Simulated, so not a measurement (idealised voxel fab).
Documented hereafter: the process module known as voxel air gaps.
The width of the displayed cross-section, cut, is 240 nm; its cells are square, with a size of 5 nm.
For the purposes of this document, a cross-section shall be understood as a grid of square cells, specified as bands listed in top-to-bottom order, each band consisting of one or more rows of cells. Heights first: top, then bottom, in nm. Then materials, left to right, each with a width in nm. "throughout" on a single material: fills the band edge to edge. "empty": empty space. Height reference: 0 = level under which incoming wafer is all one material. Lowest band: no bottom, runs on downward, e.g. "from 0 down". Width: "30->40" (first number = top row, second number = bottom row, same change from row to row of cells). Step note "remained the same" = no cross-section cell changed. "Non-vented voids" lists enclosed empty spaces (at least 8 cells, no open path upward to the top), each as width x height at distance from the left edge, in nm. Heads up: the bit after the settings on a step's line is the simulator's remark on that step. "overlay nm" denotes, for a step that has a mask, the displacement of the mask to the right of its planned place, with negative values corresponding to the left.
## Here's what the planned process steps look like
1,RECEIVE: material Si
2,CONFORMAL_DEP: material SiO2, thk nm 15
3,CONFORMAL_DEP: material SiCN, thk nm 5
4,DIRECTIONAL_DEP: material SiO2, thk nm 40
5,PATTERN: tone open, mask id LINES, material resist, width nm 15, pitch nm 40, thk nm 20, overlay nm 0
6,DIRECTIONAL_ETCH: etch materials SiO2, depth nm 40
7,STRIP: etch materials resist
8,CONFORMAL_DEP: material TiN, thk nm 5
9,FILL_DEP: material Cu, thk nm 5
10,CMP: height nm 60
11,EPI: material Ru, thk nm 10
12,SELECTIVE_ETCH: etch materials SiO2, depth nm 50
13,CONFORMAL_DEP: material SiCN, thk nm 5
## Cross-section of the wafer at receipt, which is the condition after step 1
  from 0 down | Si throughout
  Non-vented voids: none
## Cross-sectional result after module completion. Note: starting condition and plan are unchanged from above; one processing mistake was made
  from 75 to 70 | SiCN throughout
  from 70 to 60 | Ru throughout
  from 60 to 25 | Cu 45 nm / TiN 5 nm / SiO2 15 nm / TiN 5 nm / Cu 15 nm / TiN 5 nm / SiO2 15 nm / TiN 5 nm / Cu 15 nm / TiN 5 nm / SiO2 15 nm / TiN 5 nm / Cu 15 nm / TiN 5 nm / SiO2 15 nm / TiN 5 nm / Cu 50 nm
  from 25 to 20 | TiN 50 nm / SiO2 15 nm / TiN 25 nm / SiO2 15 nm / TiN 25 nm / SiO2 15 nm / TiN 25 nm / SiO2 15 nm / TiN 55 nm
  from 20 to 15 | SiCN throughout
  from 15 to 0 | SiO2 throughout
  from 0 down | Si throughout
  Non-vented voids: none
Where did the run depart from the plan? the process deviated at step 5: the operation and settings actually run there were PATTERN: tone cover, mask id LINES, material resist, width nm 15, pitch nm 40, thk nm 20, overlay nm 0
